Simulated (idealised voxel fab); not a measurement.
The following process module bears the name voxel trench capacitor.
Pictured: cross-section cut, 300 nm wide, on a grid of 5 nm square cells.
Cross-section format: a grid of square cells, given as bands from top to bottom; each band is one or more rows of cells.
Heads up on the band format: heights come first, top then bottom, in nm. After that it's the materials left to right, each with its width in nm. A single material flagged "throughout" fills the whole band edge to edge, and "air" means there's empty space there.
Heights are expressed relative to 0, this being the level below which the as-received wafer comprises one material exclusively. The lowest band is unbounded in the downward direction and is denoted as in "0..down".
Top row gets the first number, bottom row gets the second, and each row in between changes by the same step: that is how a band width like "30..40" works.
Where the words "remained unchanged" appear for a step, the cross-section shows no cell changed by that step; every cell remained as before.
Under "Closed internal cavities" you'll find the enclosed gaps, the ones with no way out to the top, that are 8 cells or bigger; each reads width x height at distance, with distance counted from the left edge, everything in nm.
after a step's settings: what the simulator itself notes on the step
The line of a step may include "overlay nm". On a step with a mask, this value is how far to the right of its planned place the mask lay. A negative value means the mask lay to the left.

plan:
1 RECEIVE: material Si
2 CONFORMAL_DEP: material SiN, thk nm 10
3 PATTERN: tone open, mask id TRENCH, material resist, width nm 30, pitch nm 60, thk nm 15, overlay nm 0
4 DIRECTIONAL_ETCH: etch materials SiN, depth nm 10
5 DIRECTIONAL_ETCH: etch materials Si, depth nm 30
6 STRIP: etch materials resist
7 CONFORMAL_DEP: material HfO2, thk nm 5
8 CONFORMAL_DEP: material TiN, thk nm 5
9 FILL_DEP: material W, thk nm 10
10 CMP: height nm 10

As received (post step 1): cross-section:
* 0..down | Si throughout
* Closed internal cavities: none

The following cross-section depicts the wafer upon conclusion of the module. Processing commenced from the starting condition illustrated above and adhered to the plan illustrated above, save for one mistake in execution:
* 10..0 | SiN=45, HfO2=5, TiN=5, W=10, TiN=5, HfO2=5, SiN=30, HfO2=5, TiN=5, W=10, TiN=5, HfO2=5, SiN=30, HfO2=5, TiN=5, W=10, TiN=5, HfO2=5, SiN=30, HfO2=5, TiN=5, W=10, TiN=5, HfO2=5, SiN=45
* 0..-50 | Si=45, HfO2=5, TiN=5, W=10, TiN=5, HfO2=5, Si=30, HfO2=5, TiN=5, W=10, TiN=5, HfO2=5, Si=30, HfO2=5, TiN=5, W=10, TiN=5, HfO2=5, Si=30, HfO2=5, TiN=5, W=10, TiN=5, HfO2=5, Si=45
* -50..-55 | Si=45, HfO2=5, TiN=20, HfO2=5, Si=30, HfO2=5, TiN=20, HfO2=5, Si=30, HfO2=5, TiN=20, HfO2=5, Si=30, HfO2=5, TiN=20, HfO2=5, Si=45
* -55..-60 | Si=45, HfO2=30, Si=30, HfO2=30, Si=30, HfO2=30, Si=30, HfO2=30, Si=45
* -60..down | Si throughout
* Closed internal cavities: none
The mistake made against the process plan was this: plan step 5 was conducted twice
